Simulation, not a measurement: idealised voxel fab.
Title: Process Module voxel released beams
cross-section cut | 150 nm wide | cells 5 nm
This document writes a cross-section as a grid whose cells are square, and gives it as bands, listed from the top down; one or more rows of cells form a band.
Each band's line starts with the height of the band's top and of its bottom, in nm. Then come its materials from left to right, each with its width in nm. One material with "everywhere" fills the band from edge to edge. "air" is empty space.
Heads up on the height convention: 0 is the point under which the incoming wafer is all one material, and the lowest band has no bottom, it just keeps going down, like "0 and below".
Top row gets the first number, bottom row gets the second, and each row in between changes by the same step: that is how a band width like "30 to 40" works.
When a step is marked "remains unaltered", none of the cells in the cross-section changed during that step.
"Voids, sealed": empty spaces of 8 cells or more with no open way to the top, each given as width x height at distance, distance from the left edge, all in nm.
The remark found on a step's line after its settings is issued by the simulator itself and pertains to that step.
The optional step-line setting "overlay nm" applies to steps with a mask and quantifies how far to the right of its planned location the mask lay, a negative value indicating leftward placement.

So here's the lineup of process steps we planned
1) op RECEIVE | material Si
2) op CONFORMAL_DEP | material Al2O3 | thk nm 5
3) op DIRECTIONAL_DEP | material SiO2 | thk nm 20
4) op DIRECTIONAL_DEP | material aC | thk nm 10
5) op PATTERN | tone open | mask id ANCHOR | material resist | width nm 40 | thk nm 30 | overlay nm -5
6) op DIRECTIONAL_ETCH | etch materials aC | depth nm 10
7) op STRIP | etch materials resist
8) op DIRECTIONAL_ETCH | etch materials SiO2 | depth nm 20
9) op STRIP | etch materials aC
10) op CONFORMAL_DEP | material polySi | thk nm 15
11) op PATTERN | tone cover | mask id BEAM | material resist | width nm 115 | thk nm 15 | overlay nm 0
12) op DIRECTIONAL_ETCH | etch materials polySi | depth nm 15
13) op STRIP | etch materials resist
14) op STRIP | etch materials SiO2
For clarity, it should be stated that the wafers under discussion commence in an identical condition and differ with respect to the overlay nm of step 5, the plan indicating the value that the first wafer had.

Cross-section, first of several wafers, as delivered after step 1
> 0 and below | Si everywhere
> Voids, sealed: none

Here's the first of several wafers in cross-section, end of the module, after the last step, step 14
> 40 down to 25 | air=15  polySi=15  air=10  polySi=90  air=20
> 25 down to 20 | air=15  polySi=15  air=10  polySi=15  air=95
> 20 down to 5 | air=15  polySi=40  air=95
> 5 down to 0 | Al2O3 everywhere
> 0 and below | Si everywhere
> Voids, sealed: none

Here we cross-sectioned the last of the wafers once the module was done
> 40 down to 25 | air=15  polySi=35  air=10  polySi=70  air=20
> 25 down to 20 | air=35  polySi=15  air=10  polySi=15  air=75
> 20 down to 5 | air=35  polySi=40  air=75
> 5 down to 0 | Al2O3 everywhere
> 0 and below | Si everywhere
> Voids, sealed: none

Each row below is a wafer at the end of the module, listing for every material the number of cells it has gained (+) or lost (-) since it was received, followed by its closed voids
overlay nm -5 | +30 Al2O3 | +93 polySi | Voids, sealed: none
overlay nm 0 | +30 Al2O3 | +93 polySi | Voids, sealed: none
overlay nm 5 | +30 Al2O3 | +93 polySi | Voids, sealed: none
overlay nm 10 | +30 Al2O3 | +93 polySi | Voids, sealed: none
overlay nm 15 | +30 Al2O3 | +93 polySi | Voids, sealed: none
